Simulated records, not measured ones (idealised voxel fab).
You're looking at the process module voxel self aligned vias.
Shown is cross-section cut, with a width of 215 nm and square cells of size 5 nm.
When this document writes out a cross-section, it uses a grid of square cells and lists it as bands, beginning at the top and moving down, with a band standing for one or more rows of cells. Top height, bottom height, nm. Materials left to right, width each, nm. Single material + "full width" = fills band edge to edge. "empty" = empty. We count height from 0. Below that, the starting wafer is all one material. The lowest band never ends at the bottom but goes on down; see "from 0 down" for how that is written. When a width is written as two numbers, as in "30->40", the first number is the width in the top row of cells of the band and the second is the width in its bottom row, and the width changes by the same amount from each row to the next. Step note "nothing different" = no cross-section cell changed. Closed empty spaces (no open way to the top) of 8 cells or more are what "Enclosed empty spaces" lists, each as width x height at distance from the left edge, nm for all three. If you see something after the settings on a step's line, that's the simulator's own remark about that step. Steps that use a mask can have "overlay nm" on their line. It says how far the mask sat to the right of where it was meant to be. Negative means to the left.
Below is the list of planned process steps:
1: RECEIVE, material Si
2: CONFORMAL_DEP, material SiO2, thk nm 15
3: CONFORMAL_DEP, material SiCN, thk nm 5
4: DIRECTIONAL_DEP, material SiO2, thk nm 30
5: DIRECTIONAL_DEP, material aC, thk nm 15
6: PATTERN, tone open, mask id LINES, material resist, width nm 25, pitch nm 65, thk nm 30, overlay nm 0
7: DIRECTIONAL_ETCH, etch materials aC, depth nm 15
8: STRIP, etch materials resist
9: DIRECTIONAL_ETCH, etch materials SiO2, depth nm 30
10: STRIP, etch materials aC
11: CONFORMAL_DEP, material TiN, thk nm 5
12: FILL_DEP, material Ru, thk nm 5
13: CMP, height nm 50
14: SELECTIVE_ETCH, etch materials W Ru TiN, depth nm 5
15: FILL_DEP, material SiN, thk nm 10
16: CMP, height nm 50
17: DIRECTIONAL_DEP, material SiO2, thk nm 20
18: PATTERN, tone open, mask id VIAS, material resist, width nm 35, pitch nm 65, thk nm 15, overlay nm 0
19: DIRECTIONAL_ETCH, etch materials SiO2, depth nm 20
20: DIRECTIONAL_ETCH, etch materials SiN, depth nm 5
21: STRIP, etch materials resist
22: CONFORMAL_DEP, material TiN, thk nm 5
23: FILL_DEP, material W, thk nm 10
24: CMP, height nm 70
25: CONFORMAL_DEP, material SiCN, thk nm 5
As-received wafer cross-section (after step 1):
> from 0 down | Si full width
> Enclosed empty spaces: none
Figure: cross-sectional view of the wafer upon completion of the module, processed from the initial state and according to the plan depicted above, with one error introduced during execution:
> from 75 to 70 | SiCN full width
> from 70 to 55 | 25 nm SiO2; 5 nm TiN; 25 nm W; 5 nm TiN; 30 nm SiO2; 5 nm TiN; 25 nm W; 5 nm TiN; 30 nm SiO2; 5 nm TiN; 25 nm W; 5 nm TiN; 25 nm SiO2
> from 55 to 50 | 25 nm SiO2; 10 nm TiN; 15 nm W; 10 nm TiN; 30 nm SiO2; 10 nm TiN; 15 nm W; 10 nm TiN; 30 nm SiO2; 10 nm TiN; 15 nm W; 10 nm TiN; 25 nm SiO2
> from 50 to 45 | 30 nm SiO2; 25 nm TiN; 40 nm SiO2; 25 nm TiN; 40 nm SiO2; 25 nm TiN; 30 nm SiO2
> from 45 to 25 | 30 nm SiO2; 5 nm TiN; 15 nm Ru; 5 nm TiN; 40 nm SiO2; 5 nm TiN; 15 nm Ru; 5 nm TiN; 40 nm SiO2; 5 nm TiN; 15 nm Ru; 5 nm TiN; 30 nm SiO2
> from 25 to 20 | 30 nm SiO2; 25 nm TiN; 40 nm SiO2; 25 nm TiN; 40 nm SiO2; 25 nm TiN; 30 nm SiO2
> from 20 to 15 | SiCN full width
> from 15 to 0 | aC full width
> from 0 down | Si full width
> Enclosed empty spaces: none
What went wrong in running the wafer? step 2 was processed under conditions differing from the plan, specifically as CONFORMAL_DEP, material aC, thk nm 15
